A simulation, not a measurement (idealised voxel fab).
Presented below is a process module, voxel gate over fins.
Square cells of 5 nm make up the cross-section cut, whose width is 220 nm.
Each cross-section below is a grid of square cells, stated as bands in top-down order, with one or more rows of cells making up each band.
The entry gives the band's vertical extent as a top height and a bottom height in nm, then its horizontal make-up as materials from left to right, each with a width in nm. "air" stands for empty space; a single material marked "full width" fills the band edge to edge.
Basically, 0 is our baseline, since under it the wafer straight out of the box is all one material. The bottom band has no lower end and keeps on going down, so it looks like "0 down".
You'd read "30->40" like this: the band's top row of cells is as wide as the first number, its bottom row is as wide as the second, and going down, every row changes width by the same amount as the row before did.
Basically "all unchanged" means that step didn't change any cell in the cross-section.
Any empty space of 8 cells or more lacking an open way to the top shows up in "Closed cavities" as width x height at distance, distance from the left edge, in nm.
On each step's line, the part that comes after the settings is the simulator's own comment on the step.
overlay nm: for a step with a mask, the amount by which the mask lay right of where it was planned; a negative amount means left of it.
The steps planned for the process are as follows
1 RECEIVE: material Si
2 CONFORMAL_DEP: material SiN, thk nm 10
3 MASKED_ETCH: tone cover, mask id FINS, width nm 15, pitch nm 35, etch materials SiN, depth nm 10, overlay nm 0
4 MASKED_ETCH: tone cover, mask id FINS, width nm 15, pitch nm 35, etch materials Si, depth nm 30, overlay nm 0
5 OXIDIZE: depth nm 5
6 FILL_DEP: material SiO2, thk nm 10
7 CMP: height nm 10
8 SELECTIVE_ETCH: etch materials SiO2, depth nm 25
9 STRIP: etch materials SiN
10 CONFORMAL_DEP: material HfO2, thk nm 5
11 CONFORMAL_DEP: material TiN, thk nm 5
12 CONFORMAL_DEP: material TiAl, thk nm 5
13 CONFORMAL_DEP: material TiN, thk nm 5
14 FILL_DEP: material W, thk nm 15
15 CMP: height nm 30
16 CONFORMAL_DEP: material SiN, thk nm 5
Here's what the wafer looked like in cross-section when it arrived - that's after step 1
> 0 down = Si full width
> Closed cavities: none
Cross-section, end of module. Start: as above. Plan: as above. Execution: one mistake
> 35 to 30 = SiN full width
> 30 to 20 = W full width
> 20 to 15 = 75 of W; 80 of TiN; 65 of W
> 15 to 10 = 70 of W; 10 of TiN; 70 of TiAl; 5 of TiN; 65 of W
> 10 to 5 = 70 of W; 5 of TiN; 10 of TiAl; 25 of TiN; 10 of TiAl; 25 of TiN; 5 of TiAl; 5 of TiN; 65 of W
> 5 to 0 = 75 of TiN; 5 of TiAl; 10 of TiN; 15 of HfO2; 5 of TiN; 5 of TiAl; 10 of TiN; 15 of HfO2; 5 of TiN; 5 of TiAl; 70 of TiN
> 0 to -5 = 80 of TiAl; 5 of TiN; 10 of HfO2; 5 of Si; 5 of HfO2; 5 of TiN; 5 of TiAl; 5 of TiN; 10 of HfO2; 5 of Si; 5 of HfO2; 5 of TiN; 75 of TiAl
> -5 to -10 = 85 of TiN; 5 of HfO2; 10 of Si; 5 of HfO2; 15 of TiN; 5 of HfO2; 10 of Si; 5 of HfO2; 80 of TiN
> -10 to -15 = 90 of HfO2; 10 of Si; 25 of HfO2; 10 of Si; 85 of HfO2
> -15 to -35 = 90 of SiO2; 10 of Si; 25 of SiO2; 10 of Si; 85 of SiO2
> -35 down = Si full width
> Closed cavities: none
Here's what went sideways: step 3 ran as: MASKED_ETCH: tone cover, mask id FINS, width nm 15, pitch nm 35, etch materials SiN, depth nm 10, overlay nm 5
